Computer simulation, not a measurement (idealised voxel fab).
Presented below is a process module, voxel wiring stack.
Section cut is 175 nm wide and gridded with 5 nm square cells.
How to read a cross-section here: the picture is a grid of square cells, written as bands going from the top down, and any band can span one or more rows of cells.
Basically the band line says how high the top is and how high the bottom is, in nm, and then what's in it from left to right, every material with its width in nm. Empty space shows up as "blank", and if a single material carries "throughout" it runs the full band edge to edge.
It should be noted that heights are counted from 0, beneath which the wafer as supplied is of one material throughout, and that the lowest band possesses no lower boundary but continues downward, as written in "0..down".
Per-row width for "30..40": begins at first number (top row of band), ends at second number (bottom row), increment between rows held constant.
Reading "no change occurred" for a step: not a cell of the cross-section changed in it.
So "Encapsulated voids" is basically the list of trapped voids: any empty space of 8 cells or more that can't reach the top through an opening. They're written width x height at distance, the distance being from the left edge, and it's all nm.
The remark found on a step's line after its settings is issued by the simulator itself and pertains to that step.
On any step carrying a mask, the "overlay nm" setting, if present on the step's line, tells how far right of its planned place the mask lay; negative values point to the left.
**The steps planned for the process are as follows**
step 1: RECEIVE: material Si
step 2: CONFORMAL_DEP: material SiO2, thk nm 15
step 3: DIRECTIONAL_DEP: material TiN, thk nm 5
step 4: DIRECTIONAL_DEP: material Ru, thk nm 20
step 5: PATTERN: tone cover, mask id METAL_1, material resist, width nm 25, pitch nm 50, thk nm 20, overlay nm 0
step 6: DIRECTIONAL_ETCH: etch materials Ru, depth nm 20
step 7: DIRECTIONAL_ETCH: etch materials TiN, depth nm 5
step 8: STRIP: etch materials resist
step 9: CONFORMAL_DEP: material SiN, thk nm 5
step 10: FILL_DEP: material lowk, thk nm 10
step 11: CMP: height nm 40
step 12: CONFORMAL_DEP: material SiCN, thk nm 5
step 13: DIRECTIONAL_DEP: material lowk, thk nm 30
step 14: PATTERN: tone open, mask id METAL_2, material resist, width nm 25, pitch nm 50, thk nm 15, overlay nm 0
step 15: DIRECTIONAL_ETCH: etch materials lowk, depth nm 15
step 16: STRIP: etch materials resist
step 17: DIRECTIONAL_DEP: material aC, thk nm 15
step 18: PATTERN: tone open, mask id METAL_2_HOLES, material resist, width nm 15, pitch nm 50, thk nm 35, overlay nm 0
step 19: DIRECTIONAL_ETCH: etch materials aC, depth nm 15
step 20: STRIP: etch materials resist
step 21: DIRECTIONAL_ETCH: etch materials lowk, depth nm 15
step 22: DIRECTIONAL_ETCH: etch materials SiCN, depth nm 5
step 23: STRIP: etch materials aC
step 24: CONFORMAL_DEP: material TiN, thk nm 5
step 25: FILL_DEP: material Cu, thk nm 5
step 26: CMP: height nm 75
step 27: CONFORMAL_DEP: material SiCN, thk nm 5
**Wafer at receipt (post step 1), cross-section**
0..down: Si throughout
Encapsulated voids: none
**Cross-sectional view of the first of the two wafers upon completion of the module, processed in accordance with the plan**
80..75: SiCN throughout
75..65: lowk: 25, TiN: 5, Cu: 15, TiN: 5, lowk: 25, TiN: 5, Cu: 15, TiN: 5, lowk: 25, TiN: 5, Cu: 15, TiN: 5, lowk: 25
65..60: lowk: 25, TiN: 5, Cu: 5, TiN: 15, lowk: 25, TiN: 5, Cu: 5, TiN: 15, lowk: 25, TiN: 5, Cu: 5, TiN: 15, lowk: 25
60..45: lowk: 25, TiN: 5, Cu: 5, TiN: 5, lowk: 35, TiN: 5, Cu: 5, TiN: 5, lowk: 35, TiN: 5, Cu: 5, TiN: 5, lowk: 35
45..40: SiCN: 25, TiN: 15, SiCN: 35, TiN: 15, SiCN: 35, TiN: 15, SiCN: 35
40..20: lowk: 20, SiN: 5, Ru: 25, SiN: 5, lowk: 15, SiN: 5, Ru: 25, SiN: 5, lowk: 15, SiN: 5, Ru: 25, SiN: 5, lowk: 20
20..15: SiN: 25, TiN: 25, SiN: 25, TiN: 25, SiN: 25, TiN: 25, SiN: 25
15..0: SiO2 throughout
0..down: Si throughout
Encapsulated voids: none
**second wafer at the end: like start, like plan, one mistake**
80..75: SiCN throughout
75..65: lowk: 25, TiN: 5, Cu: 15, TiN: 5, lowk: 25, TiN: 5, Cu: 15, TiN: 5, lowk: 25, TiN: 5, Cu: 15, TiN: 5, lowk: 25
65..60: lowk: 25, TiN: 5, Cu: 5, TiN: 15, lowk: 25, TiN: 5, Cu: 5, TiN: 15, lowk: 25, TiN: 5, Cu: 5, TiN: 15, lowk: 25
60..45: lowk: 25, TiN: 5, Cu: 5, TiN: 5, lowk: 35, TiN: 5, Cu: 5, TiN: 5, lowk: 35, TiN: 5, Cu: 5, TiN: 5, lowk: 35
45..40: SiCN: 25, TiN: 15, SiCN: 35, TiN: 15, SiCN: 35, TiN: 15, SiCN: 35
40..25: lowk: 20, SiN: 5, Ru: 25, SiN: 5, lowk: 15, SiN: 5, Ru: 25, SiN: 5, lowk: 15, SiN: 5, Ru: 25, SiN: 5, lowk: 20
25..20: SiN: 25, Ru: 25, SiN: 25, Ru: 25, SiN: 25, Ru: 25, SiN: 25
20..0: SiO2 throughout
0..down: Si throughout
Encapsulated voids: none
Misprocessing identified: step 3: run off-plan, actual operation and settings DIRECTIONAL_DEP: material SiO2, thk nm 5
Upon completion, the second wafer contains, in terms of cells, a greater or smaller amount of certain materials than the first wafer: SiN -6; SiO2 +35; TiN -15; lowk -14
